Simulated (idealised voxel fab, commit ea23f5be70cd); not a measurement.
Process module name: voxel self aligned contacts
cross-section cut | 245 nm wide | cells 5 nm
Cross-section format: a grid of square cells, given as bands from top to bottom; each band is one or more rows of cells. Top height, bottom height, nm. Materials left to right, width each, nm. Single material + "full width" = fills band edge to edge. "blank" = empty. Where do heights start? At 0: under that level the wafer as delivered is made of one material only. And the lowest band has no floor; it just carries on downward, as in "from 0 down". The two numbers in a width such as "30->40" mark its ends across the band: the first belongs to the top row of cells, the second to the bottom row, and from each row to the next the width moves by the same amount. "nothing altered" after a step means that no cell of the cross-section changed. What "Enclosed cavities" gives you is every empty space of 8 cells or more that is cut off from the top. Each appears as width x height at distance, with the distance taken from the left edge and width, height and distance all in nm. Formally, on a step line, whatever follows the settings is a remark that the simulator itself makes on the step. overlay nm: mask offset rightward from planned place, masked step; negative means leftward offset. Every pair from here on: before one process step, after it. The after cross-section reaches only to the lowest band that changed. Below the pair: the step in between and its settings. Pairs can belong to different runs of this module on the same starting wafer; a pair carries on from the pair above only if the entry headed "Pre-process" says so.

Pre-process:
    from 0 down  Si full width
    Enclosed cavities: none

Post-Step Cross-Section:
    from 0 to -5  SiO2 full width
    Nothing below the height -5 has changed.
    Enclosed cavities: none
Between the two cross-sections you see above, the step is OXIDIZE with depth nm 5

Pre-process: It is represented by the cross-section appearing after the step of the pair directly above.

Post-Step Cross-Section:
    from 30 to 0  polySi full width
    Nothing below the height 0 has changed.
    Enclosed cavities: none
Between the two cross-sections you see above, the step is DIRECTIONAL_DEP with material polySi, thk nm 30

Pre-process: It is represented by the cross-section appearing after the step of the pair directly above.

Post-Step Cross-Section:
    from 55 to 30  SiN full width
    Nothing below the height 30 has changed.
    Enclosed cavities: none
Between the two cross-sections you see above, the step is DIRECTIONAL_DEP with material SiN, thk nm 25

Pre-process: It is represented by the cross-section appearing after the step of the pair directly above.

Post-Step Cross-Section:
    from 65 to 55  aC full width
    Nothing below the height 55 has changed.
    Enclosed cavities: none
Between the two cross-sections you see above, the step is DIRECTIONAL_DEP with material aC, thk nm 10

Pre-process: It is represented by the cross-section appearing after the step of the pair directly above.

Post-Step Cross-Section:
    from 90 to 65  blank 75 nm, then resist 25 nm, then blank 40 nm, then resist 25 nm, then blank 80 nm
    Nothing below the height 65 has changed.
    Enclosed cavities: none
Between the two cross-sections you see above, the step is PATTERN with tone cover, mask id GATE, material resist, width nm 25, pitch nm 65, thk nm 25, overlay nm 0

Pre-process: It is represented by the cross-section appearing after the step of the pair directly above.

Post-Step Cross-Section:
    from 80 to 65  blank 75 nm, then resist 25 nm, then blank 40 nm, then resist 25 nm, then blank 80 nm
    from 65 to 55  blank 75 nm, then aC 25 nm, then blank 40 nm, then aC 25 nm, then blank 80 nm
    Nothing below the height 55 has changed.
    Enclosed cavities: none
Between the two cross-sections you see above, the step is DIRECTIONAL_ETCH with etch materials aC, depth nm 10

Pre-process: It is represented by the cross-section appearing after the step of the pair directly above.

Post-Step Cross-Section:
    from 65 to 55  blank 75 nm, then aC 25 nm, then blank 40 nm, then aC 25 nm, then blank 80 nm
    Nothing below the height 55 has changed.
    Enclosed cavities: none
Between the two cross-sections you see above, the step is STRIP with etch materials resist

Pre-process: It is represented by the cross-section appearing after the step of the pair directly above.

Post-Step Cross-Section:
    from 65 to 55  blank 75 nm, then aC 25 nm, then blank 40 nm, then aC 25 nm, then blank 80 nm
    from 55 to 30  blank 75 nm, then SiN 25 nm, then blank 40 nm, then SiN 25 nm, then blank 80 nm
    Nothing below the height 30 has changed.
    Enclosed cavities: none
Between the two cross-sections you see above, the step is DIRECTIONAL_ETCH with etch materials SiN, depth nm 25

Pre-process: It is represented by the cross-section appearing after the step of the pair directly above.

Post-Step Cross-Section:
    from 65 to 55  blank 75 nm, then aC 25 nm, then blank 40 nm, then aC 25 nm, then blank 80 nm
    from 55 to 30  blank 75 nm, then SiN 25 nm, then blank 40 nm, then SiN 25 nm, then blank 80 nm
    from 30 to 0  blank 75 nm, then polySi 25 nm, then blank 40 nm, then polySi 25 nm, then blank 80 nm
    Nothing below the height 0 has changed.
    Enclosed cavities: none
Between the two cross-sections you see above, the step is DIRECTIONAL_ETCH with etch materials polySi, depth nm 30

Pre-process: It is represented by the cross-section appearing after the step of the pair directly above.

Post-Step Cross-Section:
    from 55 to 30  blank 75 nm, then SiN 25 nm, then blank 40 nm, then SiN 25 nm, then blank 80 nm
    Nothing below the height 30 has changed.
    Enclosed cavities: none
Between the two cross-sections you see above, the step is STRIP with etch materials aC

Pre-process: It is represented by the cross-section appearing after the step of the pair directly above.

Post-Step Cross-Section:
    from 65 to 30  blank 65 nm, then SiN 45 nm, then blank 20 nm, then SiN 45 nm, then blank 70 nm
    from 30 to 10  blank 65 nm, then SiN 10 nm, then polySi 25 nm, then SiN 10 nm, then blank 20 nm, then SiN 10 nm, then polySi 25 nm, then SiN 10 nm, then blank 70 nm
    from 10 to 0  SiN 75 nm, then polySi 25 nm, then SiN 40 nm, then polySi 25 nm, then SiN 80 nm
    Nothing below the height 0 has changed.
    Enclosed cavities: none
Between the two cross-sections you see above, the step is CONFORMAL_DEP with material SiN, thk nm 10

Pre-process: It is represented by the cross-section appearing after the step of the pair directly above.

Post-Step Cross-Section:
    from 55 to 30  blank 65 nm, then SiN 45 nm, then blank 20 nm, then SiN 45 nm, then blank 70 nm
    from 30 to 0  blank 65 nm, then SiN 10 nm, then polySi 25 nm, then SiN 10 nm, then blank 20 nm, then SiN 10 nm, then polySi 25 nm, then SiN 10 nm, then blank 70 nm
    Nothing below the height 0 has changed.
    Enclosed cavities: none
Between the two cross-sections you see above, the step is DIRECTIONAL_ETCH with etch materials SiN, depth nm 10

Pre-process: It is represented by the cross-section appearing after the step of the pair directly above.

Post-Step Cross-Section:
    from 75 to 55  SiO2 full width
    from 55 to 30  SiO2 65 nm, then SiN 45 nm, then SiO2 20 nm, then SiN 45 nm, then SiO2 70 nm
    from 30 to 0  SiO2 65 nm, then SiN 10 nm, then polySi 25 nm, then SiN 10 nm, then SiO2 20 nm, then SiN 10 nm, then polySi 25 nm, then SiN 10 nm, then SiO2 70 nm
    Nothing below the height 0 has changed.
    Enclosed cavities: none
Between the two cross-sections you see above, the step is FILL_DEP with material SiO2, thk nm 20

Pre-process: It is represented by the cross-section appearing after the step of the pair directly above.

Post-Step Cross-Section:
    from 65 to 55  SiO2 full width
    Nothing below the height 55 has changed.
    Enclosed cavities: none
Between the two cross-sections you see above, the step is CMP with height nm 65

Pre-process: It is represented by the cross-section appearing after the step of the pair directly above.

Post-Step Cross-Section:
    from 80 to 65  resist 95 nm, then blank 50 nm, then resist 100 nm
    Nothing below the height 65 has changed.
    Enclosed cavities: none
Between the two cross-sections you see above, the step is PATTERN with tone open, mask id CONTACT, material resist, width nm 50, thk nm 15, overlay nm 0

Pre-process: It is represented by the cross-section appearing after the step of the pair directly above.

Post-Step Cross-Section:
    from 80 to 65  resist 95 nm, then blank 50 nm, then resist 100 nm
    from 65 to 55  SiO2 95 nm, then blank 50 nm, then SiO2 100 nm
    from 55 to 30  SiO2 65 nm, then SiN 45 nm, then blank 20 nm, then SiN 45 nm, then SiO2 70 nm
    from 30 to 0  SiO2 65 nm, then SiN 10 nm, then polySi 25 nm, then SiN 10 nm, then blank 20 nm, then SiN 10 nm, then polySi 25 nm, then SiN 10 nm, then SiO2 70 nm
    from 0 to -5  SiO2 110 nm, then blank 20 nm, then SiO2 115 nm
    Nothing below the height -5 has changed.
    Enclosed cavities: none
Between the two cross-sections you see above, the step is DIRECTIONAL_ETCH with etch materials SiO2, depth nm 70

Pre-process: It is represented by the cross-section appearing after the step of the pair directly above.

Post-Step Cross-Section:
    from 65 to 55  SiO2 95 nm, then blank 50 nm, then SiO2 100 nm
    Nothing below the height 55 has changed.
    Enclosed cavities: none
Between the two cross-sections you see above, the step is STRIP with etch materials resist

Pre-process: It is represented by the cross-section appearing after the step of the pair directly above.

Post-Step Cross-Section:
    from 70 to 65  TiN 100 nm, then blank 40 nm, then TiN 105 nm
    from 65 to 55  SiO2 95 nm, then TiN 5->20 nm, then blank 40->10 nm, then TiN 5->20 nm, then SiO2 100 nm
    from 55 to 30  SiO2 65 nm, then SiN 45 nm, then TiN 5 nm, then blank 10 nm, then TiN 5 nm, then SiN 45 nm, then SiO2 70 nm
    from 30 to 0  SiO2 65 nm, then SiN 10 nm, then polySi 25 nm, then SiN 10 nm, then TiN 5 nm, then blank 10 nm, then TiN 5 nm, then SiN 10 nm, then polySi 25 nm, then SiN 10 nm, then SiO2 70 nm
    from 0 to -5  SiO2 110 nm, then TiN 20 nm, then SiO2 115 nm
    Nothing below the height -5 has changed.
    Enclosed cavities: none
Between the two cross-sections you see above, the step is CONFORMAL_DEP with material TiN, thk nm 5

Pre-process: It is represented by the cross-section appearing after the step of the pair directly above.

Post-Step Cross-Section:
    from 75 to 70  W full width
    from 70 to 65  TiN 100 nm, then W 40 nm, then TiN 105 nm
    from 65 to 55  SiO2 95 nm, then TiN 5->20 nm, then W 40->10 nm, then TiN 5->20 nm, then SiO2 100 nm
    from 55 to 30  SiO2 65 nm, then SiN 45 nm, then TiN 5 nm, then W 10 nm, then TiN 5 nm, then SiN 45 nm, then SiO2 70 nm
    from 30 to 0  SiO2 65 nm, then SiN 10 nm, then polySi 25 nm, then SiN 10 nm, then TiN 5 nm, then W 10 nm, then TiN 5 nm, then SiN 10 nm, then polySi 25 nm, then SiN 10 nm, then SiO2 70 nm
    Nothing below the height 0 has changed.
    Enclosed cavities: none
Between the two cross-sections you see above, the step is FILL_DEP with material W, thk nm 5

Pre-process: It is represented by the cross-section appearing after the step of the pair directly above.

Post-Step Cross-Section:
    from 65 to 55  SiO2 95 nm, then TiN 5->20 nm, then W 40->10 nm, then TiN 5->20 nm, then SiO2 100 nm
    Nothing below the height 55 has changed.
    Enclosed cavities: none
Between the two cross-sections you see above, the step is CMP with height nm 65

Pre-process: It is represented by the cross-section appearing after the step of the pair directly above.

Post-Step Cross-Section:
    from 70 to 65  SiN full width
    Nothing below the height 65 has changed.
    Enclosed cavities: none
Between the two cross-sections you see above, the step is CONFORMAL_DEP with material SiN, thk nm 5

Pre-process:
    from 0 down  Si full width
    Enclosed cavities: none

Post-Step Cross-Section:
    from 30 to 0  polySi full width
    Nothing below the height 0 has changed.
    Enclosed cavities: none
Between the two cross-sections you see above, the step is DIRECTIONAL_DEP with material polySi, thk nm 30

Pre-process: It is represented by the cross-section appearing after the step of the pair directly above.

Post-Step Cross-Section:
    from 55 to 30  SiN full width
    Nothing below the height 30 has changed.
    Enclosed cavities: none
Between the two cross-sections you see above, the step is DIRECTIONAL_DEP with material SiN, thk nm 25

Pre-process: It is represented by the cross-section appearing after the step of the pair directly above.

Post-Step Cross-Section:
    from 65 to 55  aC full width
    Nothing below the height 55 has changed.
    Enclosed cavities: none
Between the two cross-sections you see above, the step is DIRECTIONAL_DEP with material aC, thk nm 10

Pre-process: It is represented by the cross-section appearing after the step of the pair directly above.

Post-Step Cross-Section:
    from 90 to 65  blank 75 nm, then resist 25 nm, then blank 40 nm, then resist 25 nm, then blank 80 nm
    Nothing below the height 65 has changed.
    Enclosed cavities: none
Between the two cross-sections you see above, the step is PATTERN with tone cover, mask id GATE, material resist, width nm 25, pitch nm 65, thk nm 25, overlay nm 0

Pre-process: It is represented by the cross-section appearing after the step of the pair directly above.

Post-Step Cross-Section:
    from 80 to 65  blank 75 nm, then resist 25 nm, then blank 40 nm, then resist 25 nm, then blank 80 nm
    from 65 to 55  blank 75 nm, then aC 25 nm, then blank 40 nm, then aC 25 nm, then blank 80 nm
    Nothing below the height 55 has changed.
    Enclosed cavities: none
Between the two cross-sections you see above, the step is DIRECTIONAL_ETCH with etch materials aC, depth nm 10

Pre-process: It is represented by the cross-section appearing after the step of the pair directly above.

Post-Step Cross-Section:
    from 65 to 55  blank 75 nm, then aC 25 nm, then blank 40 nm, then aC 25 nm, then blank 80 nm
    Nothing below the height 55 has changed.
    Enclosed cavities: none
Between the two cross-sections you see above, the step is STRIP with etch materials resist

Pre-process: It is represented by the cross-section appearing after the step of the pair directly above.

Post-Step Cross-Section:
    from 65 to 55  blank 75 nm, then aC 25 nm, then blank 40 nm, then aC 25 nm, then blank 80 nm
    from 55 to 30  blank 75 nm, then SiN 25 nm, then blank 40 nm, then SiN 25 nm, then blank 80 nm
    Nothing below the height 30 has changed.
    Enclosed cavities: none
Between the two cross-sections you see above, the step is DIRECTIONAL_ETCH with etch materials SiN, depth nm 25

Pre-process: It is represented by the cross-section appearing after the step of the pair directly above.

Post-Step Cross-Section:
    from 65 to 55  blank 75 nm, then aC 25 nm, then blank 40 nm, then aC 25 nm, then blank 80 nm
    from 55 to 30  blank 75 nm, then SiN 25 nm, then blank 40 nm, then SiN 25 nm, then blank 80 nm
    from 30 to 0  blank 75 nm, then polySi 25 nm, then blank 40 nm, then polySi 25 nm, then blank 80 nm
    Nothing below the height 0 has changed.
    Enclosed cavities: none
Between the two cross-sections you see above, the step is DIRECTIONAL_ETCH with etch materials polySi, depth nm 30

Pre-process: It is represented by the cross-section appearing after the step of the pair directly above.

Post-Step Cross-Section:
    from 55 to 30  blank 75 nm, then SiN 25 nm, then blank 40 nm, then SiN 25 nm, then blank 80 nm
    Nothing below the height 30 has changed.
    Enclosed cavities: none
Between the two cross-sections you see above, the step is STRIP with etch materials aC

Pre-process: It is represented by the cross-section appearing after the step of the pair directly above.

Post-Step Cross-Section:
    from 65 to 30  blank 65 nm, then SiN 45 nm, then blank 20 nm, then SiN 45 nm, then blank 70 nm
    from 30 to 10  blank 65 nm, then SiN 10 nm, then polySi 25 nm, then SiN 10 nm, then blank 20 nm, then SiN 10 nm, then polySi 25 nm, then SiN 10 nm, then blank 70 nm
    from 10 to 0  SiN 75 nm, then polySi 25 nm, then SiN 40 nm, then polySi 25 nm, then SiN 80 nm
    Nothing below the height 0 has changed.
    Enclosed cavities: none
Between the two cross-sections you see above, the step is CONFORMAL_DEP with material SiN, thk nm 10

Pre-process: It is represented by the cross-section appearing after the step of the pair directly above.

Post-Step Cross-Section:
    from 55 to 30  blank 65 nm, then SiN 45 nm, then blank 20 nm, then SiN 45 nm, then blank 70 nm
    from 30 to 0  blank 65 nm, then SiN 10 nm, then polySi 25 nm, then SiN 10 nm, then blank 20 nm, then SiN 10 nm, then polySi 25 nm, then SiN 10 nm, then blank 70 nm
    Nothing below the height 0 has changed.
    Enclosed cavities: none
Between the two cross-sections you see above, the step is DIRECTIONAL_ETCH with etch materials SiN, depth nm 10

Pre-process: It is represented by the cross-section appearing after the step of the pair directly above.

Post-Step Cross-Section:
    from 75 to 55  SiO2 full width
    from 55 to 30  SiO2 65 nm, then SiN 45 nm, then SiO2 20 nm, then SiN 45 nm, then SiO2 70 nm
    from 30 to 0  SiO2 65 nm, then SiN 10 nm, then polySi 25 nm, then SiN 10 nm, then SiO2 20 nm, then SiN 10 nm, then polySi 25 nm, then SiN 10 nm, then SiO2 70 nm
    Nothing below the height 0 has changed.
    Enclosed cavities: none
Between the two cross-sections you see above, the step is FILL_DEP with material SiO2, thk nm 20

Pre-process: It is represented by the cross-section appearing after the step of the pair directly above.

Post-Step Cross-Section:
    from 65 to 55  SiO2 full width
    Nothing below the height 55 has changed.
    Enclosed cavities: none
Between the two cross-sections you see above, the step is CMP with height nm 65

Pre-process: It is represented by the cross-section appearing after the step of the pair directly above.

Post-Step Cross-Section:
    from 80 to 65  resist 95 nm, then blank 50 nm, then resist 100 nm
    Nothing below the height 65 has changed.
    Enclosed cavities: none
Between the two cross-sections you see above, the step is PATTERN with tone open, mask id CONTACT, material resist, width nm 50, thk nm 15, overlay nm 0

Pre-process: It is represented by the cross-section appearing after the step of the pair directly above.

Post-Step Cross-Section:
    from 80 to 65  resist 95 nm, then blank 50 nm, then resist 100 nm
    from 65 to 55  SiO2 95 nm, then blank 50 nm, then SiO2 100 nm
    from 55 to 30  SiO2 65 nm, then SiN 45 nm, then blank 20 nm, then SiN 45 nm, then SiO2 70 nm
    from 30 to 0  SiO2 65 nm, then SiN 10 nm, then polySi 25 nm, then SiN 10 nm, then blank 20 nm, then SiN 10 nm, then polySi 25 nm, then SiN 10 nm, then SiO2 70 nm
    Nothing below the height 0 has changed.
    Enclosed cavities: none
Between the two cross-sections you see above, the step is DIRECTIONAL_ETCH with etch materials SiO2, depth nm 70

Pre-process: It is represented by the cross-section appearing after the step of the pair directly above.

Post-Step Cross-Section:
    from 65 to 55  SiO2 95 nm, then blank 50 nm, then SiO2 100 nm
    Nothing below the height 55 has changed.
    Enclosed cavities: none
Between the two cross-sections you see above, the step is STRIP with etch materials resist

Pre-process: It is represented by the cross-section appearing after the step of the pair directly above.

Post-Step Cross-Section:
    from 70 to 65  TiN 100 nm, then blank 40 nm, then TiN 105 nm
    from 65 to 55  SiO2 95 nm, then TiN 5->20 nm, then blank 40->10 nm, then TiN 5->20 nm, then SiO2 100 nm
    from 55 to 30  SiO2 65 nm, then SiN 45 nm, then TiN 5 nm, then blank 10 nm, then TiN 5 nm, then SiN 45 nm, then SiO2 70 nm
    from 30 to 5  SiO2 65 nm, then SiN 10 nm, then polySi 25 nm, then SiN 10 nm, then TiN 5 nm, then blank 10 nm, then TiN 5 nm, then SiN 10 nm, then polySi 25 nm, then SiN 10 nm, then SiO2 70 nm
    from 5 to 0  SiO2 65 nm, then SiN 10 nm, then polySi 25 nm, then SiN 10 nm, then TiN 20 nm, then SiN 10 nm, then polySi 25 nm, then SiN 10 nm, then SiO2 70 nm
    Nothing below the height 0 has changed.
    Enclosed cavities: none
Between the two cross-sections you see above, the step is CONFORMAL_DEP with material TiN, thk nm 5

Pre-process: It is represented by the cross-section appearing after the step of the pair directly above.

Post-Step Cross-Section:
    from 75 to 70  W full width
    from 70 to 65  TiN 100 nm, then W 40 nm, then TiN 105 nm
    from 65 to 55  SiO2 95 nm, then TiN 5->20 nm, then W 40->10 nm, then TiN 5->20 nm, then SiO2 100 nm
    from 55 to 30  SiO2 65 nm, then SiN 45 nm, then TiN 5 nm, then W 10 nm, then TiN 5 nm, then SiN 45 nm, then SiO2 70 nm
    from 30 to 5  SiO2 65 nm, then SiN 10 nm, then polySi 25 nm, then SiN 10 nm, then TiN 5 nm, then W 10 nm, then TiN 5 nm, then SiN 10 nm, then polySi 25 nm, then SiN 10 nm, then SiO2 70 nm
    Nothing below the height 5 has changed.
    Enclosed cavities: none
Between the two cross-sections you see above, the step is FILL_DEP with material W, thk nm 5

Pre-process: It is represented by the cross-section appearing after the step of the pair directly above.

Post-Step Cross-Section:
    from 65 to 55  SiO2 95 nm, then TiN 5->20 nm, then W 40->10 nm, then TiN 5->20 nm, then SiO2 100 nm
    Nothing below the height 55 has changed.
    Enclosed cavities: none
Between the two cross-sections you see above, the step is CMP with height nm 65

Pre-process: It is represented by the cross-section appearing after the step of the pair directly above.

Post-Step Cross-Section:
    from 70 to 65  SiN full width
    Nothing below the height 65 has changed.
    Enclosed cavities: none
Between the two cross-sections you see above, the step is CONFORMAL_DEP with material SiN, thk nm 5

Pre-process:
    from 55 to 30  SiN full width
    from 30 to 0  polySi full width
    from 0 to -5  SiO2 full width
    from -5 down  Si full width
    Enclosed cavities: none

Post-Step Cross-Section:
    from 80 to 30  SiN full width
    Nothing below the height 30 has changed.
    Enclosed cavities: none
Between the two cross-sections you see above, the step is DIRECTIONAL_DEP with material SiN, thk nm 25

Pre-process: It is represented by the cross-section appearing after the step of the pair directly above.

Post-Step Cross-Section:
    from 90 to 80  aC full width
    Nothing below the height 80 has changed.
    Enclosed cavities: none
Between the two cross-sections you see above, the step is DIRECTIONAL_DEP with material aC, thk nm 10

Pre-process: It is represented by the cross-section appearing after the step of the pair directly above.

Post-Step Cross-Section:
    from 115 to 90  blank 75 nm, then resist 25 nm, then blank 40 nm, then resist 25 nm, then blank 80 nm
    Nothing below the height 90 has changed.
    Enclosed cavities: none
Between the two cross-sections you see above, the step is PATTERN with tone cover, mask id GATE, material resist, width nm 25, pitch nm 65, thk nm 25, overlay nm 0

Pre-process: It is represented by the cross-section appearing after the step of the pair directly above.

Post-Step Cross-Section:
    from 105 to 90  blank 75 nm, then resist 25 nm, then blank 40 nm, then resist 25 nm, then blank 80 nm
    from 90 to 80  blank 75 nm, then aC 25 nm, then blank 40 nm, then aC 25 nm, then blank 80 nm
    Nothing below the height 80 has changed.
    Enclosed cavities: none
Between the two cross-sections you see above, the step is DIRECTIONAL_ETCH with etch materials aC, depth nm 10

Pre-process: It is represented by the cross-section appearing after the step of the pair directly above.

Post-Step Cross-Section:
    from 90 to 80  blank 75 nm, then aC 25 nm, then blank 40 nm, then aC 25 nm, then blank 80 nm
    Nothing below the height 80 has changed.
    Enclosed cavities: none
Between the two cross-sections you see above, the step is STRIP with etch materials resist

Pre-process: It is represented by the cross-section appearing after the step of the pair directly above.

Post-Step Cross-Section:
    from 90 to 80  blank 75 nm, then aC 25 nm, then blank 40 nm, then aC 25 nm, then blank 80 nm
    from 80 to 55  blank 75 nm, then SiN 25 nm, then blank 40 nm, then SiN 25 nm, then blank 80 nm
    Nothing below the height 55 has changed.
    Enclosed cavities: none
Between the two cross-sections you see above, the step is DIRECTIONAL_ETCH with etch materials SiN, depth nm 25

Pre-process: It is represented by the cross-section appearing after the step of the pair directly above.

Post-Step Cross-Section:
    from 80 to 55  blank 75 nm, then SiN 25 nm, then blank 40 nm, then SiN 25 nm, then blank 80 nm
    Nothing below the height 55 has changed.
    Enclosed cavities: none
Between the two cross-sections you see above, the step is STRIP with etch materials aC

Pre-process: It is represented by the cross-section appearing after the step of the pair directly above.

Post-Step Cross-Section:
    from 90 to 65  blank 65 nm, then SiN 45 nm, then blank 20 nm, then SiN 45 nm, then blank 70 nm
    from 65 to 30  SiN full width
    Nothing below the height 30 has changed.
    Enclosed cavities: none
Between the two cross-sections you see above, the step is CONFORMAL_DEP with material SiN, thk nm 10

Pre-process: It is represented by the cross-section appearing after the step of the pair directly above.

Post-Step Cross-Section:
    from 80 to 55  blank 65 nm, then SiN 45 nm, then blank 20 nm, then SiN 45 nm, then blank 70 nm
    Nothing below the height 55 has changed.
    Enclosed cavities: none
Between the two cross-sections you see above, the step is DIRECTIONAL_ETCH with etch materials SiN, depth nm 10

Pre-process: It is represented by the cross-section appearing after the step of the pair directly above.

Post-Step Cross-Section:
    from 100 to 80  SiO2 full width
    from 80 to 55  SiO2 65 nm, then SiN 45 nm, then SiO2 20 nm, then SiN 45 nm, then SiO2 70 nm
    Nothing below the height 55 has changed.
    Enclosed cavities: none
Between the two cross-sections you see above, the step is FILL_DEP with material SiO2, thk nm 20

Pre-process: It is represented by the cross-section appearing after the step of the pair directly above.

Post-Step Cross-Section:
    from 65 to 55  SiO2 65 nm, then SiN 45 nm, then SiO2 20 nm, then SiN 45 nm, then SiO2 70 nm
    Nothing below the height 55 has changed.
    Enclosed cavities: none
Between the two cross-sections you see above, the step is CMP with height nm 65

Pre-process: It is represented by the cross-section appearing after the step of the pair directly above.

Post-Step Cross-Section:
    from 80 to 65  resist 95 nm, then blank 50 nm, then resist 100 nm
    Nothing below the height 65 has changed.
    Enclosed cavities: none
Between the two cross-sections you see above, the step is PATTERN with tone open, mask id CONTACT, material resist, width nm 50, thk nm 15, overlay nm 0

Pre-process: It is represented by the cross-section appearing after the step of the pair directly above.

Post-Step Cross-Section:
    from 80 to 65  resist 95 nm, then blank 50 nm, then resist 100 nm
    from 65 to 55  SiO2 65 nm, then SiN 45 nm, then blank 20 nm, then SiN 45 nm, then SiO2 70 nm
    Nothing below the height 55 has changed.
    Enclosed cavities: none
Between the two cross-sections you see above, the step is DIRECTIONAL_ETCH with etch materials SiO2, depth nm 70

Pre-process: It is represented by the cross-section appearing after the step of the pair directly above.

Post-Step Cross-Section:
    from 65 to 55  SiO2 65 nm, then SiN 45 nm, then blank 20 nm, then SiN 45 nm, then SiO2 70 nm
    Nothing below the height 55 has changed.
    Enclosed cavities: none
Between the two cross-sections you see above, the step is STRIP with etch materials resist

Pre-process: It is represented by the cross-section appearing after the step of the pair directly above.

Post-Step Cross-Section:
    from 70 to 65  TiN 115 nm, then blank 10 nm, then TiN 120 nm
    from 65 to 60  SiO2 65 nm, then SiN 45 nm, then TiN 5 nm, then blank 10 nm, then TiN 5 nm, then SiN 45 nm, then SiO2 70 nm
    from 60 to 55  SiO2 65 nm, then SiN 45 nm, then TiN 20 nm, then SiN 45 nm, then SiO2 70 nm
    Nothing below the height 55 has changed.
    Enclosed cavities: none
Between the two cross-sections you see above, the step is CONFORMAL_DEP with material TiN, thk nm 5

Pre-process: It is represented by the cross-section appearing after the step of the pair directly above.

Post-Step Cross-Section:
    from 75 to 70  W full width
    from 70 to 65  TiN 115 nm, then W 10 nm, then TiN 120 nm
    from 65 to 60  SiO2 65 nm, then SiN 45 nm, then TiN 5 nm, then W 10 nm, then TiN 5 nm, then SiN 45 nm, then SiO2 70 nm
    Nothing below the height 60 has changed.
    Enclosed cavities: none
Between the two cross-sections you see above, the step is FILL_DEP with material W, thk nm 5

Pre-process: It is represented by the cross-section appearing after the step of the pair directly above.

Post-Step Cross-Section:
    from 65 to 60  SiO2 65 nm, then SiN 45 nm, then TiN 5 nm, then W 10 nm, then TiN 5 nm, then SiN 45 nm, then SiO2 70 nm
    Nothing below the height 60 has changed.
    Enclosed cavities: none
Between the two cross-sections you see above, the step is CMP with height nm 65

Pre-process: It is represented by the cross-section appearing after the step of the pair directly above.

Post-Step Cross-Section:
    from 70 to 65  SiN full width
    Nothing below the height 65 has changed.
    Enclosed cavities: none
Between the two cross-sections you see above, the step is CONFORMAL_DEP with material SiN, thk nm 5

Pre-process:
    from 55 to 30  blank 75 nm, then SiN 25 nm, then blank 40 nm, then SiN 25 nm, then blank 80 nm
    from 30 to 0  blank 75 nm, then polySi 25 nm, then blank 40 nm, then polySi 25 nm, then blank 80 nm
    from 0 to -5  SiO2 full width
    from -5 down  Si full width
    Enclosed cavities: none

Post-Step Cross-Section:
    from 45 to 30  blank 75 nm, then SiN 25 nm, then blank 40 nm, then SiN 25 nm, then blank 80 nm
    Nothing below the height 30 has changed.
    Enclosed cavities: none
Between the two cross-sections you see above, the step is DIRECTIONAL_ETCH with etch materials SiN, depth nm 10

Pre-process: It is represented by the cross-section appearing after the step of the pair directly above.

Post-Step Cross-Section:
    from 55 to 30  blank 65 nm, then SiN 45 nm, then blank 20 nm, then SiN 45 nm, then blank 70 nm
    from 30 to 10  blank 65 nm, then SiN 10 nm, then polySi 25 nm, then SiN 10 nm, then blank 20 nm, then SiN 10 nm, then polySi 25 nm, then SiN 10 nm, then blank 70 nm
    from 10 to 0  SiN 75 nm, then polySi 25 nm, then SiN 40 nm, then polySi 25 nm, then SiN 80 nm
    Nothing below the height 0 has changed.
    Enclosed cavities: none
Between the two cross-sections you see above, the step is CONFORMAL_DEP with material SiN, thk nm 10

Pre-process: It is represented by the cross-section appearing after the step of the pair directly above.

Post-Step Cross-Section:
    from 75 to 55  SiO2 full width
    from 55 to 30  SiO2 65 nm, then SiN 45 nm, then SiO2 20 nm, then SiN 45 nm, then SiO2 70 nm
    from 30 to 10  SiO2 65 nm, then SiN 10 nm, then polySi 25 nm, then SiN 10 nm, then SiO2 20 nm, then SiN 10 nm, then polySi 25 nm, then SiN 10 nm, then SiO2 70 nm
    Nothing below the height 10 has changed.
    Enclosed cavities: none
Between the two cross-sections you see above, the step is FILL_DEP with material SiO2, thk nm 20

Pre-process: It is represented by the cross-section appearing after the step of the pair directly above.

Post-Step Cross-Section:
    from 65 to 55  SiO2 full width
    Nothing below the height 55 has changed.
    Enclosed cavities: none
Between the two cross-sections you see above, the step is CMP with height nm 65

Pre-process: It is represented by the cross-section appearing after the step of the pair directly above.

Post-Step Cross-Section:
    from 80 to 65  resist 95 nm, then blank 50 nm, then resist 100 nm
    Nothing below the height 65 has changed.
    Enclosed cavities: none
Between the two cross-sections you see above, the step is PATTERN with tone open, mask id CONTACT, material resist, width nm 50, thk nm 15, overlay nm 0

Pre-process: It is represented by the cross-section appearing after the step of the pair directly above.

Post-Step Cross-Section:
    from 80 to 65  resist 95 nm, then blank 50 nm, then resist 100 nm
    from 65 to 55  SiO2 95 nm, then blank 50 nm, then SiO2 100 nm
    from 55 to 30  SiO2 65 nm, then SiN 45 nm, then blank 20 nm, then SiN 45 nm, then SiO2 70 nm
    from 30 to 10  SiO2 65 nm, then SiN 10 nm, then polySi 25 nm, then SiN 10 nm, then blank 20 nm, then SiN 10 nm, then polySi 25 nm, then SiN 10 nm, then SiO2 70 nm
    Nothing below the height 10 has changed.
    Enclosed cavities: none
Between the two cross-sections you see above, the step is DIRECTIONAL_ETCH with etch materials SiO2, depth nm 70

Pre-process: It is represented by the cross-section appearing after the step of the pair directly above.

Post-Step Cross-Section:
    from 65 to 55  SiO2 95 nm, then blank 50 nm, then SiO2 100 nm
    Nothing below the height 55 has changed.
    Enclosed cavities: none
Between the two cross-sections you see above, the step is STRIP with etch materials resist

Pre-process: It is represented by the cross-section appearing after the step of the pair directly above.

Post-Step Cross-Section:
    from 70 to 65  TiN 100 nm, then blank 40 nm, then TiN 105 nm
    from 65 to 55  SiO2 95 nm, then TiN 5->20 nm, then blank 40->10 nm, then TiN 5->20 nm, then SiO2 100 nm
    from 55 to 30  SiO2 65 nm, then SiN 45 nm, then TiN 5 nm, then blank 10 nm, then TiN 5 nm, then SiN 45 nm, then SiO2 70 nm
    from 30 to 15  SiO2 65 nm, then SiN 10 nm, then polySi 25 nm, then SiN 10 nm, then TiN 5 nm, then blank 10 nm, then TiN 5 nm, then SiN 10 nm, then polySi 25 nm, then SiN 10 nm, then SiO2 70 nm
    from 15 to 10  SiO2 65 nm, then SiN 10 nm, then polySi 25 nm, then SiN 10 nm, then TiN 20 nm, then SiN 10 nm, then polySi 25 nm, then SiN 10 nm, then SiO2 70 nm
    Nothing below the height 10 has changed.
    Enclosed cavities: none
Between the two cross-sections you see above, the step is CONFORMAL_DEP with material TiN, thk nm 5
